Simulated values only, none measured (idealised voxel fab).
The process module presented herein is designated voxel trench capacitor.
This is section cut - it's 270 nm across, gridded in 5 nm square cells.
Square cells in a grid make up a cross-section in this document, and the grid is given as bands, listed from the top down, each one or more rows of cells.
The entry gives the band's vertical extent as a top height and a bottom height in nm, then its horizontal make-up as materials from left to right, each with a width in nm. "blank" stands for empty space; a single material marked "everywhere" fills the band edge to edge.
All heights in this document are referenced to 0, defined as the level beneath which the wafer, as received, consists entirely of one material. The lowest band is not bounded below; it extends indefinitely downward and is written in the form "top 0, no bottom".
With a width like "30..40", each row of cells in the band differs from the next by the same amount, the top row carrying the first number and the bottom row the second.
"no change occurred" for a step: no cell of the cross-section changed in that step.
Listed in "Trapped cavities": every empty space of 8 or more cells without an open way to the top. Form: width x height at distance, the distance being from the left edge, all in nm.
It should be noted that, on the line of a given step, the content following the step's settings is a remark produced by the simulator itself with respect to that step.
For masked steps, "overlay nm" on the step line gives how far right of plan the mask actually lay; a minus sign means it lay to the left.
plan
1. RECEIVE [material Si]
2. CONFORMAL_DEP [material SiN] [thk nm 5]
3. DIRECTIONAL_DEP [material aC] [thk nm 15]
4. PATTERN [tone open] [mask id TRENCH] [material resist] [width nm 25] [pitch nm 45] [thk nm 35] [overlay nm 0]
5. DIRECTIONAL_ETCH [etch materials aC] [depth nm 15]
6. STRIP [etch materials resist]
7. DIRECTIONAL_ETCH [etch materials SiN] [depth nm 5]
8. DIRECTIONAL_ETCH [etch materials Si] [depth nm 25]
9. STRIP [etch materials aC]
10. CONFORMAL_DEP [material Al2O3] [thk nm 5]
11. FILL_DEP [material polySi] [thk nm 5]
12. CMP [height nm 5]
The first of two wafers, run as planned
Cross-section of the incoming wafer, state after step 1
  top 0, no bottom: Si everywhere
  Trapped cavities: none
after step 2
  top 5, bottom 0: SiN everywhere
  For the remainder of the cross-section, below 0, there is no change.
after step 3
  top 20, bottom 5: aC everywhere
  For the remainder of the cross-section, below 5, there is no change.
after step 4
  top 55, bottom 20: 100 nm resist; 25 nm blank; 20 nm resist; 25 nm blank; 100 nm resist
  For the remainder of the cross-section, below 20, there is no change.
after step 5
  top 40, bottom 20: 100 nm resist; 25 nm blank; 20 nm resist; 25 nm blank; 100 nm resist
  top 20, bottom 5: 100 nm aC; 25 nm blank; 20 nm aC; 25 nm blank; 100 nm aC
  For the remainder of the cross-section, below 5, there is no change.
after step 6
  top 20, bottom 5: 100 nm aC; 25 nm blank; 20 nm aC; 25 nm blank; 100 nm aC
  For the remainder of the cross-section, below 5, there is no change.
after step 7
  top 20, bottom 5: 100 nm aC; 25 nm blank; 20 nm aC; 25 nm blank; 100 nm aC
  top 5, bottom 0: 100 nm SiN; 25 nm blank; 20 nm SiN; 25 nm blank; 100 nm SiN
  For the remainder of the cross-section, below 0, there is no change.
after step 8
  top 20, bottom 5: 100 nm aC; 25 nm blank; 20 nm aC; 25 nm blank; 100 nm aC
  top 5, bottom 0: 100 nm SiN; 25 nm blank; 20 nm SiN; 25 nm blank; 100 nm SiN
  top 0, bottom -25: 100 nm Si; 25 nm blank; 20 nm Si; 25 nm blank; 100 nm Si
  For the remainder of the cross-section, below -25, there is no change.
after step 9
  top 5, bottom 0: 100 nm SiN; 25 nm blank; 20 nm SiN; 25 nm blank; 100 nm SiN
  For the remainder of the cross-section, below 0, there is no change.
after step 10
  top 10, bottom 5: 105 nm Al2O3; 15 nm blank; 30 nm Al2O3; 15 nm blank; 105 nm Al2O3
  top 5, bottom 0: 100 nm SiN; 5 nm Al2O3; 15 nm blank; 5 nm Al2O3; 20 nm SiN; 5 nm Al2O3; 15 nm blank; 5 nm Al2O3; 100 nm SiN
  top 0, bottom -20: 100 nm Si; 5 nm Al2O3; 15 nm blank; 5 nm Al2O3; 20 nm Si; 5 nm Al2O3; 15 nm blank; 5 nm Al2O3; 100 nm Si
  top -20, bottom -25: 100 nm Si; 25 nm Al2O3; 20 nm Si; 25 nm Al2O3; 100 nm Si
  For the remainder of the cross-section, below -25, there is no change.
after step 11
  top 15, bottom 10: polySi everywhere
  top 10, bottom 5: 105 nm Al2O3; 15 nm polySi; 30 nm Al2O3; 15 nm polySi; 105 nm Al2O3
  top 5, bottom 0: 100 nm SiN; 5 nm Al2O3; 15 nm polySi; 5 nm Al2O3; 20 nm SiN; 5 nm Al2O3; 15 nm polySi; 5 nm Al2O3; 100 nm SiN
  top 0, bottom -20: 100 nm Si; 5 nm Al2O3; 15 nm polySi; 5 nm Al2O3; 20 nm Si; 5 nm Al2O3; 15 nm polySi; 5 nm Al2O3; 100 nm Si
  For the remainder of the cross-section, below -20, there is no change.
after step 12
  top 5, bottom 0: 100 nm SiN; 5 nm Al2O3; 15 nm polySi; 5 nm Al2O3; 20 nm SiN; 5 nm Al2O3; 15 nm polySi; 5 nm Al2O3; 100 nm SiN
  For the remainder of the cross-section, below 0, there is no change.
Second wafer - shared start and plan with the first - one error in running - same as the first up to step 7 inclusive
Look at the second wafer in cross-section at the time step 8 ought to have finished
  top 5, bottom 0: 100 nm SiN; 25 nm blank; 20 nm SiN; 25 nm blank; 100 nm SiN
  For the remainder of the cross-section, below 0, there is no change.
Look at the second wafer in cross-section at the time step 9 ought to have finished
  top 5, bottom 0: 100 nm SiN; 25 nm blank; 20 nm SiN; 25 nm blank; 100 nm SiN
  top 0, bottom -25: 100 nm Si; 25 nm blank; 20 nm Si; 25 nm blank; 100 nm Si
  For the remainder of the cross-section, below -25, there is no change.
Look at the second wafer in cross-section at the time step 10 ought to have finished
  top 10, bottom 5: 105 nm Al2O3; 15 nm blank; 30 nm Al2O3; 15 nm blank; 105 nm Al2O3
  top 5, bottom 0: 100 nm SiN; 5 nm Al2O3; 15 nm blank; 5 nm Al2O3; 20 nm SiN; 5 nm Al2O3; 15 nm blank; 5 nm Al2O3; 100 nm SiN
  top 0, bottom -20: 100 nm Si; 5 nm Al2O3; 15 nm blank; 5 nm Al2O3; 20 nm Si; 5 nm Al2O3; 15 nm blank; 5 nm Al2O3; 100 nm Si
  top -20, bottom -25: 100 nm Si; 25 nm Al2O3; 20 nm Si; 25 nm Al2O3; 100 nm Si
  For the remainder of the cross-section, below -25, there is no change.
Look at the second wafer in cross-section at the time step 11 ought to have finished
  top 15, bottom 10: polySi everywhere
  top 10, bottom 5: 105 nm Al2O3; 15 nm polySi; 30 nm Al2O3; 15 nm polySi; 105 nm Al2O3
  top 5, bottom 0: 100 nm SiN; 5 nm Al2O3; 15 nm polySi; 5 nm Al2O3; 20 nm SiN; 5 nm Al2O3; 15 nm polySi; 5 nm Al2O3; 100 nm SiN
  top 0, bottom -20: 100 nm Si; 5 nm Al2O3; 15 nm polySi; 5 nm Al2O3; 20 nm Si; 5 nm Al2O3; 15 nm polySi; 5 nm Al2O3; 100 nm Si
  For the remainder of the cross-section, below -20, there is no change.
Look at the second wafer in cross-section at the time step 12 ought to have finished
  top 5, bottom 0: 100 nm SiN; 5 nm Al2O3; 15 nm polySi; 5 nm Al2O3; 20 nm SiN; 5 nm Al2O3; 15 nm polySi; 5 nm Al2O3; 100 nm SiN
  For the remainder of the cross-section, below 0, there is no change.
Finding, execution versus plan: plan steps 8 and 9 run swapped
The two wafers wind up with the same cross-section at the end, so whatever this model computes is the same despite the mistake.
